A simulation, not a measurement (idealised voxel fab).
process module | voxel wiring stack
cross-section cut | 215 nm wide | cells 5 nm
A cross-section is a grid of square cells, given in bands from the top down. A band is one or more rows of cells.
Each band's line starts with the height of the band's top and of its bottom, in nm. Then come its materials from left to right, each with its width in nm. One material with "throughout" fills the band from edge to edge. "air" is empty space.
Height 0 is the level under which the wafer as received is all one material. The lowest band goes on downwards, as in "0 down".
A width such as "30 to 40" changes by the same amount from each row of cells to the next, from the band's top row to its bottom row.
"no change" after a step means that no cell of the cross-section changed.
closed voids: empty space of 8 cells or more with no open way to the top, each as width x height at its distance from the left edge, in nm
after a step's settings: what the simulator itself notes on the step
overlay nm, on a step with a mask: how far to the right of its planned place the mask lay; to the left if negative
plan
1 op RECEIVE | material Si
2 op CONFORMAL_DEP | material SiO2 | thk nm 15
3 op DIRECTIONAL_DEP | material TiN | thk nm 5
4 op DIRECTIONAL_DEP | material Ru | thk nm 25
5 op PATTERN | tone cover | mask id METAL_1 | material resist | width nm 25 | pitch nm 45 | thk nm 20 | overlay nm 0
6 op DIRECTIONAL_ETCH | etch materials Ru | depth nm 25
7 op DIRECTIONAL_ETCH | etch materials TiN | depth nm 5
8 op STRIP | etch materials resist
9 op FILL_DEP | material lowk | thk nm 5
10 op CMP | height nm 45
11 op CONFORMAL_DEP | material SiCN | thk nm 5
12 op DIRECTIONAL_DEP | material lowk | thk nm 20
13 op PATTERN | tone open | mask id PLUG_1 | material resist | width nm 15 | pitch nm 45 | thk nm 20 | overlay nm 0
14 op DIRECTIONAL_ETCH | etch materials lowk | depth nm 20
15 op DIRECTIONAL_ETCH | etch materials SiCN | depth nm 5
16 op STRIP | etch materials resist
17 op EPI | material Ru | thk nm 10
18 op EPI | material Ru | thk nm 10
19 op EPI | material Ru | thk nm 5
20 op DIRECTIONAL_DEP | material TiN | thk nm 5
21 op DIRECTIONAL_DEP | material W | thk nm 15
22 op PATTERN | tone cover | mask id METAL_2 | material resist | width nm 25 | pitch nm 45 | thk nm 15 | overlay nm 0
23 op DIRECTIONAL_ETCH | etch materials W | depth nm 15
24 op DIRECTIONAL_ETCH | etch materials TiN | depth nm 5
25 op STRIP | etch materials resist
26 op CONFORMAL_DEP | material SiN | thk nm 5
27 op FILL_DEP | material SiO2 | thk nm 5
28 op CMP | height nm 80
29 op CONFORMAL_DEP | material SiN | thk nm 5
varied across the wafers: height nm of step 28. The plan shows the first wafer's value. All wafers start alike
first wafer as received, after step 1
  0 down: Si throughout
  closed voids: none
each wafer at the end: cells of each material gained (+) or lost (-) since it was received, then its closed voids
height nm 80 | +120 Ru | +34 SiCN | +77 SiN | +151 SiO2 | +30 TiN | +15 W | +304 lowk | closed voids: none
height nm 85 | +120 Ru | +34 SiCN | +83 SiN | +173 SiO2 | +30 TiN | +30 W | +304 lowk | closed voids: none
height nm 90 | +120 Ru | +34 SiCN | +89 SiN | +195 SiO2 | +30 TiN | +45 W | +304 lowk | closed voids: none
height nm 95 | +120 Ru | +34 SiCN | +110 SiN | +217 SiO2 | +30 TiN | +45 W | +304 lowk | closed voids: none
height nm 100 | +120 Ru | +34 SiCN | +110 SiN | +260 SiO2 | +30 TiN | +45 W | +304 lowk | closed voids: none
